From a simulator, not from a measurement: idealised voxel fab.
process module | voxel capacitor over wiring
cross-section cut | 235 nm wide | cells 5 nm
A cross-section is a grid of square cells, given in bands from the top down. A band is one or more rows of cells.
Each band's line starts with the height of the band's top and of its bottom, in nm. Then come its materials from left to right, each with its width in nm. One material with "throughout" fills the band from edge to edge. "air" is empty space.
Height 0 is the level under which the wafer as received is all one material. The lowest band goes on downwards, as in "0 down".
A width such as "30 to 40" changes by the same amount from each row of cells to the next, from the band's top row to its bottom row.
"no change" after a step means that no cell of the cross-section changed.
closed voids: empty space of 8 cells or more with no open way to the top, each as width x height at its distance from the left edge, in nm
after a step's settings: what the simulator itself notes on the step
overlay nm, on a step with a mask: how far to the right of its planned place the mask lay; to the left if negative
plan
1 op RECEIVE | material Si
2 op CONFORMAL_DEP | material SiO2 | thk nm 10
3 op DIRECTIONAL_DEP | material TiN | thk nm 5
4 op DIRECTIONAL_DEP | material Ru | thk nm 25
5 op DIRECTIONAL_DEP | material aC | thk nm 10
6 op PATTERN | tone cover | mask id METAL_1 | material resist | width nm 30 | pitch nm 85 | thk nm 30 | overlay nm 0
7 op DIRECTIONAL_ETCH | etch materials aC | depth nm 10
8 op STRIP | etch materials resist
9 op DIRECTIONAL_ETCH | etch materials Ru | depth nm 25
10 op DIRECTIONAL_ETCH | etch materials TiN | depth nm 5
11 op STRIP | etch materials aC
12 op CONFORMAL_DEP | material SiCN | thk nm 5
13 op FILL_DEP | material lowk | thk nm 5
14 op CMP | height nm 40
15 op CONFORMAL_DEP | material SiCN | thk nm 5
16 op DIRECTIONAL_DEP | material SiO2 | thk nm 10
17 op MASKED_ETCH | tone open | mask id PLUG_1 | width nm 15 | etch materials SiO2 | depth nm 10 | overlay nm 0
18 op MASKED_ETCH | tone open | mask id PLUG_1 | width nm 15 | etch materials SiCN | depth nm 5 | overlay nm 0
19 op EPI | material Ru | thk nm 10
20 op EPI | material Ru | thk nm 5
21 op DIRECTIONAL_DEP | material TiN | thk nm 10
22 op DIRECTIONAL_DEP | material Al2O3 | thk nm 5
23 op DIRECTIONAL_DEP | material TiN | thk nm 5
24 op DIRECTIONAL_DEP | material aC | thk nm 10
25 op PATTERN | tone cover | mask id UPPER_PLATE | material resist | width nm 60 | thk nm 30 | overlay nm 0
26 op DIRECTIONAL_ETCH | etch materials aC | depth nm 10
27 op STRIP | etch materials resist
28 op DIRECTIONAL_ETCH | etch materials TiN | depth nm 5
29 op DIRECTIONAL_ETCH | etch materials Al2O3 | depth nm 5
30 op STRIP | etch materials aC
31 op MASKED_ETCH | tone cover | mask id LOWER_PLATE | width nm 70 | etch materials TiN | depth nm 10 | overlay nm 0
32 op FILL_DEP | material SiO2 | thk nm 20
33 op CMP | height nm 90
34 op DIRECTIONAL_DEP | material aC | thk nm 15
35 op PATTERN | tone open | mask id PLUG_2 | material resist | width nm 15 | thk nm 30 | overlay nm 0
36 op DIRECTIONAL_ETCH | etch materials aC | depth nm 15
37 op STRIP | etch materials resist
38 op DIRECTIONAL_ETCH | etch materials SiO2 | depth nm 15
39 op STRIP | etch materials aC
40 op CONFORMAL_DEP | material TiN | thk nm 5
41 op FILL_DEP | material W | thk nm 5
42 op CMP | height nm 90
43 op CONFORMAL_DEP | material SiCN | thk nm 5
as received, after step 1
  0 down: Si throughout
  closed voids: none
a wafer at the end: this start, this plan, one mistake
  95 to 90: SiCN throughout
  90 to 80: SiO2 85 | TiN 5 | W 5 | TiN 5 | SiO2 135
  80 to 70: SiO2 85 to 75 | TiN 15 to 60 | SiO2 135 to 100
  70 to 65: SiO2 75 | Al2O3 60 | SiO2 100
  65 to 55: SiO2 70 | TiN 70 | SiO2 95
  55 to 45: SiO2 75 | Ru 15 | SiO2 145
  45 to 40: SiCN 75 | Ru 15 | SiCN 145
  40 to 20: lowk 55 | SiCN 5 | Ru 30 | SiCN 5 | lowk 45 | SiCN 5 | Ru 30 | SiCN 5 | lowk 55
  20 to 15: SiCN 60 | Ru 30 | SiCN 55 | Ru 30 | SiCN 60
  15 to 5: SiO2 throughout
  5 to 0: TiN throughout
  0 down: Si throughout
  closed voids: none
what went wrong: steps 2 and 3 were swapped
